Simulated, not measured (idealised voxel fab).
Herein follows the process module entitled voxel fin reveal.
It is cross-section cut that appears here, measuring 250 nm in width, its square cells being 5 nm in size.
Cross-section = grid of square cells, listed top down in bands; band = one or more rows. Heads up on the band format: heights come first, top then bottom, in nm. After that it's the materials left to right, each with its width in nm. A single material flagged "edge to edge" fills the whole band edge to edge, and "empty" means there's empty space there. Counting heights begins at 0, where everything beneath is, in the wafer as received, one material. The lowest band has no bottom; it goes on downwards, as "top 0, no bottom" shows. You'd read "30->40" like this: the band's top row of cells is as wide as the first number, its bottom row is as wide as the second, and going down, every row changes width by the same amount as the row before did. What does "no alterations made" mean for a step? It means no cell of the cross-section changed in that step. Heads up: "Enclosed void list" only lists the empty pockets with no open path to the top that are 8 cells or more, and it writes them as width x height at distance, distance from the left edge, in nm. Step line, after settings: the simulator's comment on this step. overlay nm: for a step with a mask, the amount by which the mask lay right of where it was planned; a negative amount means left of it.

### The process steps that were planned are listed below
1 RECEIVE (material Si)
2 CONFORMAL_DEP (material SiN; thk nm 10)
3 PATTERN (tone cover; mask id FINS; material resist; width nm 15; pitch nm 35; thk nm 20; overlay nm 0)
4 DIRECTIONAL_ETCH (etch materials SiN; depth nm 10)
5 DIRECTIONAL_ETCH (etch materials Si; depth nm 35)
6 STRIP (etch materials resist)
7 FILL_DEP (material SiO2; thk nm 10)
8 CMP (height nm 10)
9 SELECTIVE_ETCH (etch materials SiO2; depth nm 25)
10 STRIP (etch materials SiN)
11 CONFORMAL_DEP (material HfO2; thk nm 5)

### First wafer, two in total, run as planned

### Wafer as received: cross-section following step 1
  top 0, no bottom | Si edge to edge
  Enclosed void list: none

### Sectional view: wafer, after step 2
  top 10, bottom 0 | SiN edge to edge
  Below 0, no change.

### Sectional view: wafer, after step 3
  top 30, bottom 10 | empty 65; resist 15; empty 20; resist 15; empty 20; resist 15; empty 20; resist 15; empty 65
  Below 10, no change.

### Sectional view: wafer, after step 4
  top 30, bottom 10 | empty 65; resist 15; empty 20; resist 15; empty 20; resist 15; empty 20; resist 15; empty 65
  top 10, bottom 0 | empty 65; SiN 15; empty 20; SiN 15; empty 20; SiN 15; empty 20; SiN 15; empty 65
  Below 0, no change.

### Sectional view: wafer, after step 5
  top 30, bottom 10 | empty 65; resist 15; empty 20; resist 15; empty 20; resist 15; empty 20; resist 15; empty 65
  top 10, bottom 0 | empty 65; SiN 15; empty 20; SiN 15; empty 20; SiN 15; empty 20; SiN 15; empty 65
  top 0, bottom -35 | empty 65; Si 15; empty 20; Si 15; empty 20; Si 15; empty 20; Si 15; empty 65
  Below -35, no change.

### Sectional view: wafer, after step 6
  top 10, bottom 0 | empty 65; SiN 15; empty 20; SiN 15; empty 20; SiN 15; empty 20; SiN 15; empty 65
  Below 0, no change.

### Sectional view: wafer, after step 7
  top 20, bottom 10 | SiO2 edge to edge
  top 10, bottom 0 | SiO2 65; SiN 15; SiO2 20; SiN 15; SiO2 20; SiN 15; SiO2 20; SiN 15; SiO2 65
  top 0, bottom -35 | SiO2 65; Si 15; SiO2 20; Si 15; SiO2 20; Si 15; SiO2 20; Si 15; SiO2 65
  Below -35, no change.

### Sectional view: wafer, after step 8
  top 10, bottom 0 | SiO2 65; SiN 15; SiO2 20; SiN 15; SiO2 20; SiN 15; SiO2 20; SiN 15; SiO2 65
  Below 0, no change.

### Sectional view: wafer, after step 9
  top 10, bottom 0 | empty 65; SiN 15; empty 20; SiN 15; empty 20; SiN 15; empty 20; SiN 15; empty 65
  top 0, bottom -15 | empty 65; Si 15; empty 20; Si 15; empty 20; Si 15; empty 20; Si 15; empty 65
  Below -15, no change.

### Sectional view: wafer, after step 10
  top 0, bottom -15 | empty 65; Si 15; empty 20; Si 15; empty 20; Si 15; empty 20; Si 15; empty 65
  Below -15, no change.

### Sectional view: wafer, after step 11
  top 5, bottom 0 | empty 60; HfO2 25; empty 10; HfO2 25; empty 10; HfO2 25; empty 10; HfO2 25; empty 60
  top 0, bottom -10 | empty 60; HfO2 5; Si 15; HfO2 5; empty 10; HfO2 5; Si 15; HfO2 5; empty 10; HfO2 5; Si 15; HfO2 5; empty 10; HfO2 5; Si 15; HfO2 5; empty 60
  top -10, bottom -15 | HfO2 65; Si 15; HfO2 20; Si 15; HfO2 20; Si 15; HfO2 20; Si 15; HfO2 65
  Below -15, no change.

### The second wafer began exactly as the first did and followed the same plan, but one mistake was made while running it; through step 1 inclusive, the two wafers are identical

### Look at the second wafer in cross-section at the time step 2 ought to have finished
  top 10, bottom 0 | HfO2 edge to edge
  Below 0, no change.

### Look at the second wafer in cross-section at the time step 3 ought to have finished
  top 30, bottom 10 | empty 65; resist 15; empty 20; resist 15; empty 20; resist 15; empty 20; resist 15; empty 65
  Below 10, no change.

Look at the second wafer in cross-section at the time step 4 ought to have finished: no alterations made

Look at the second wafer in cross-section at the time step 5 ought to have finished: no alterations made

### Look at the second wafer in cross-section at the time step 6 ought to have finished
  top 10, bottom 0 | HfO2 edge to edge
  Below 0, no change.

### Look at the second wafer in cross-section at the time step 7 ought to have finished
  top 20, bottom 10 | SiO2 edge to edge
  Below 10, no change.

### Look at the second wafer in cross-section at the time step 8 ought to have finished
  top 10, bottom 0 | HfO2 edge to edge
  Below 0, no change.

Look at the second wafer in cross-section at the time step 9 ought to have finished: no alterations made

Look at the second wafer in cross-section at the time step 10 ought to have finished: no alterations made

### Look at the second wafer in cross-section at the time step 11 ought to have finished
  top 15, bottom 0 | HfO2 edge to edge
  Below 0, no change.
Deviation noted in wafer processing: step 2, actual vs plan mismatch, actual run CONFORMAL_DEP (material HfO2; thk nm 10)
Looking at both finished wafers in cells, the second ends up ahead of or behind the first on some materials: HfO2: 76 more, Si: 266 more, SiO2: 152 fewer
